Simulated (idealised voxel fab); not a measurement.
process module | voxel capacitor over wiring
cross-section cut | 175 nm wide | cells 5 nm
A cross-section is a grid of square cells, given in bands from the top down. A band is one or more rows of cells.
Each band's line starts with the height of the band's top and of its bottom, in nm. Then come its materials from left to right, each with its width in nm. One material with "throughout" fills the band from edge to edge. "air" is empty space.
Height 0 is the level under which the wafer as received is all one material. The lowest band goes on downwards, as in "0 down".
A width such as "30 to 40" changes by the same amount from each row of cells to the next, from the band's top row to its bottom row.
"no change" after a step means that no cell of the cross-section changed.
closed voids: empty space of 8 cells or more with no open way to the top, each as width x height at its distance from the left edge, in nm
after a step's settings: what the simulator itself notes on the step
overlay nm, on a step with a mask: how far to the right of its planned place the mask lay; to the left if negative
plan
1 op RECEIVE | material Si
2 op CONFORMAL_DEP | material SiO2 | thk nm 10
3 op DIRECTIONAL_DEP | material TiN | thk nm 5
4 op DIRECTIONAL_DEP | material W | thk nm 15
5 op PATTERN | tone cover | mask id METAL_1 | material resist | width nm 25 | pitch nm 75 | thk nm 20 | overlay nm 0
6 op DIRECTIONAL_ETCH | etch materials W | depth nm 15
7 op DIRECTIONAL_ETCH | etch materials TiN | depth nm 5
8 op STRIP | etch materials resist
9 op CONFORMAL_DEP | material SiCN | thk nm 5
10 op FILL_DEP | material lowk | thk nm 5
11 op CMP | height nm 30
12 op CONFORMAL_DEP | material SiCN | thk nm 5
13 op DIRECTIONAL_DEP | material lowk | thk nm 10
14 op DIRECTIONAL_DEP | material aC | thk nm 15
15 op PATTERN | tone open | mask id PLUG_1 | material resist | width nm 15 | thk nm 35 | overlay nm 0
16 op DIRECTIONAL_ETCH | etch materials aC | depth nm 15
17 op STRIP | etch materials resist
18 op DIRECTIONAL_ETCH | etch materials lowk | depth nm 10
19 op DIRECTIONAL_ETCH | etch materials SiCN | depth nm 5
20 op STRIP | etch materials aC
21 op EPI | material Ru | thk nm 10
22 op EPI | material Ru | thk nm 5
23 op DIRECTIONAL_DEP | material TiN | thk nm 5
24 op DIRECTIONAL_DEP | material Al2O3 | thk nm 5
25 op DIRECTIONAL_DEP | material TiN | thk nm 5
26 op MASKED_ETCH | tone cover | mask id UPPER_PLATE | width nm 55 | etch materials TiN | depth nm 5 | overlay nm 0
27 op MASKED_ETCH | tone cover | mask id UPPER_PLATE | width nm 55 | etch materials Al2O3 | depth nm 5 | overlay nm 0
28 op PATTERN | tone cover | mask id LOWER_PLATE | material resist | width nm 65 | thk nm 20 | overlay nm 0
29 op DIRECTIONAL_ETCH | etch materials TiN | depth nm 5
30 op STRIP | etch materials resist
31 op FILL_DEP | material SiO2 | thk nm 20
32 op CMP | height nm 75
33 op PATTERN | tone open | mask id PLUG_2 | material resist | width nm 15 | thk nm 20 | overlay nm 0
34 op DIRECTIONAL_ETCH | etch materials SiO2 | depth nm 15
35 op STRIP | etch materials resist
36 op CONFORMAL_DEP | material TiN | thk nm 5
37 op FILL_DEP | material W | thk nm 5
38 op CMP | height nm 75
39 op CONFORMAL_DEP | material SiCN | thk nm 5
first wafer, as planned
as received, after step 1
  0 down: Si throughout
  closed voids: none
after step 2
  10 to 0: SiO2 throughout
  below 0: unchanged
after step 3
  15 to 10: TiN throughout
  below 10: unchanged
after step 4
  30 to 15: W throughout
  below 15: unchanged
after step 5
  50 to 30: air 35 | resist 25 | air 50 | resist 25 | air 40
  below 30: unchanged
after step 6
  50 to 30: air 35 | resist 25 | air 50 | resist 25 | air 40
  30 to 15: air 35 | W 25 | air 50 | W 25 | air 40
  below 15: unchanged
after step 7
  50 to 30: air 35 | resist 25 | air 50 | resist 25 | air 40
  30 to 15: air 35 | W 25 | air 50 | W 25 | air 40
  15 to 10: air 35 | TiN 25 | air 50 | TiN 25 | air 40
  below 10: unchanged
after step 8
  30 to 15: air 35 | W 25 | air 50 | W 25 | air 40
  below 15: unchanged
after step 9
  35 to 30: air 30 | SiCN 35 | air 40 | SiCN 35 | air 35
  30 to 15: air 30 | SiCN 5 | W 25 | SiCN 5 | air 40 | SiCN 5 | W 25 | SiCN 5 | air 35
  15 to 10: SiCN 35 | TiN 25 | SiCN 50 | TiN 25 | SiCN 40
  below 10: unchanged
after step 10
  40 to 35: lowk throughout
  35 to 30: lowk 30 | SiCN 35 | lowk 40 | SiCN 35 | lowk 35
  30 to 15: lowk 30 | SiCN 5 | W 25 | SiCN 5 | lowk 40 | SiCN 5 | W 25 | SiCN 5 | lowk 35
  below 15: unchanged
after step 11
  30 to 15: lowk 30 | SiCN 5 | W 25 | SiCN 5 | lowk 40 | SiCN 5 | W 25 | SiCN 5 | lowk 35
  below 15: unchanged
after step 12
  35 to 30: SiCN throughout
  below 30: unchanged
after step 13
  45 to 35: lowk throughout
  below 35: unchanged
after step 14
  60 to 45: aC throughout
  below 45: unchanged
after step 15
  95 to 60: resist 45 | air 15 | resist 115
  below 60: unchanged
after step 16
  80 to 60: resist 45 | air 15 | resist 115
  60 to 45: aC 45 | air 15 | aC 115
  below 45: unchanged
after step 17
  60 to 45: aC 45 | air 15 | aC 115
  below 45: unchanged
after step 18
  60 to 45: aC 45 | air 15 | aC 115
  45 to 35: lowk 45 | air 15 | lowk 115
  below 35: unchanged
after step 19
  60 to 45: aC 45 | air 15 | aC 115
  45 to 35: lowk 45 | air 15 | lowk 115
  35 to 30: SiCN 45 | air 15 | SiCN 115
  below 30: unchanged
after step 20
  45 to 35: lowk 45 | air 15 | lowk 115
  below 35: unchanged
after step 21
  45 to 40: lowk 45 | air 15 | lowk 115
  40 to 35: lowk 45 | Ru 15 | lowk 115
  35 to 30: SiCN 45 | Ru 15 | SiCN 115
  below 30: unchanged
after step 22
  45 to 35: lowk 45 | Ru 15 | lowk 115
  below 35: unchanged
after step 23
  50 to 45: TiN throughout
  below 45: unchanged
after step 24
  55 to 50: Al2O3 throughout
  below 50: unchanged
after step 25
  60 to 55: TiN throughout
  below 55: unchanged
after step 26
  60 to 55: air 45 | TiN 55 | air 75
  below 55: unchanged
after step 27
  60 to 55: air 45 | TiN 55 | air 75
  55 to 50: air 45 | Al2O3 55 | air 75
  below 50: unchanged
after step 28
  80 to 60: air 40 | resist 65 | air 70
  60 to 55: air 40 | resist 5 | TiN 55 | resist 5 | air 70
  55 to 50: air 40 | resist 5 | Al2O3 55 | resist 5 | air 70
  below 50: unchanged
after step 29
  80 to 60: air 40 | resist 65 | air 70
  60 to 55: air 40 | resist 5 | TiN 55 | resist 5 | air 70
  55 to 50: air 40 | resist 5 | Al2O3 55 | resist 5 | air 70
  50 to 45: air 40 | TiN 65 | air 70
  below 45: unchanged
after step 30
  60 to 55: air 45 | TiN 55 | air 75
  55 to 50: air 45 | Al2O3 55 | air 75
  below 50: unchanged
after step 31
  80 to 60: SiO2 throughout
  60 to 55: SiO2 45 | TiN 55 | SiO2 75
  55 to 50: SiO2 45 | Al2O3 55 | SiO2 75
  50 to 45: SiO2 40 | TiN 65 | SiO2 70
  below 45: unchanged
after step 32
  75 to 60: SiO2 throughout
  below 60: unchanged
after step 33
  95 to 75: resist 55 | air 15 | resist 105
  below 75: unchanged
after step 34
  95 to 75: resist 55 | air 15 | resist 105
  75 to 60: SiO2 55 | air 15 | SiO2 105
  below 60: unchanged
after step 35
  75 to 60: SiO2 55 | air 15 | SiO2 105
  below 60: unchanged
after step 36
  80 to 75: TiN 60 | air 5 | TiN 110
  75 to 65: SiO2 55 | TiN 5 | air 5 | TiN 5 | SiO2 105
  65 to 55: SiO2 55 to 45 | TiN 15 to 55 | SiO2 105 to 75
  below 55: unchanged
after step 37
  85 to 80: W throughout
  80 to 75: TiN 60 | W 5 | TiN 110
  75 to 65: SiO2 55 | TiN 5 | W 5 | TiN 5 | SiO2 105
  below 65: unchanged
after step 38
  75 to 65: SiO2 55 | TiN 5 | W 5 | TiN 5 | SiO2 105
  below 65: unchanged
after step 39
  80 to 75: SiCN throughout
  below 75: unchanged
second wafer: like start, like plan, one mistake. Through step 32 it matches the first wafer
when step 33 should have ended
  95 to 75: resist 55 | air 20 | resist 100
  below 75: unchanged
when step 34 should have ended
  95 to 75: resist 55 | air 20 | resist 100
  75 to 60: SiO2 55 | air 20 | SiO2 100
  below 60: unchanged
when step 35 should have ended
  75 to 60: SiO2 55 | air 20 | SiO2 100
  below 60: unchanged
when step 36 should have ended
  80 to 75: TiN 60 | air 10 | TiN 105
  75 to 65: SiO2 55 | TiN 5 | air 10 | TiN 5 | SiO2 100
  65 to 55: SiO2 55 to 45 | TiN 20 to 55 | SiO2 100 to 75
  below 55: unchanged
when step 37 should have ended
  85 to 80: W throughout
  80 to 75: TiN 60 | W 10 | TiN 105
  75 to 65: SiO2 55 | TiN 5 | W 10 | TiN 5 | SiO2 100
  below 65: unchanged
when step 38 should have ended
  75 to 65: SiO2 55 | TiN 5 | W 10 | TiN 5 | SiO2 100
  below 65: unchanged
when step 39 should have ended
  80 to 75: SiCN throughout
  below 75: unchanged
what went wrong: step 33 ran as: op PATTERN | tone open | mask id PLUG_2 | material resist | width nm 20 | thk nm 20 | overlay nm 0
at the end the second wafer has, in cells: 3 fewer of SiO2 | 1 more of TiN | 2 more of W
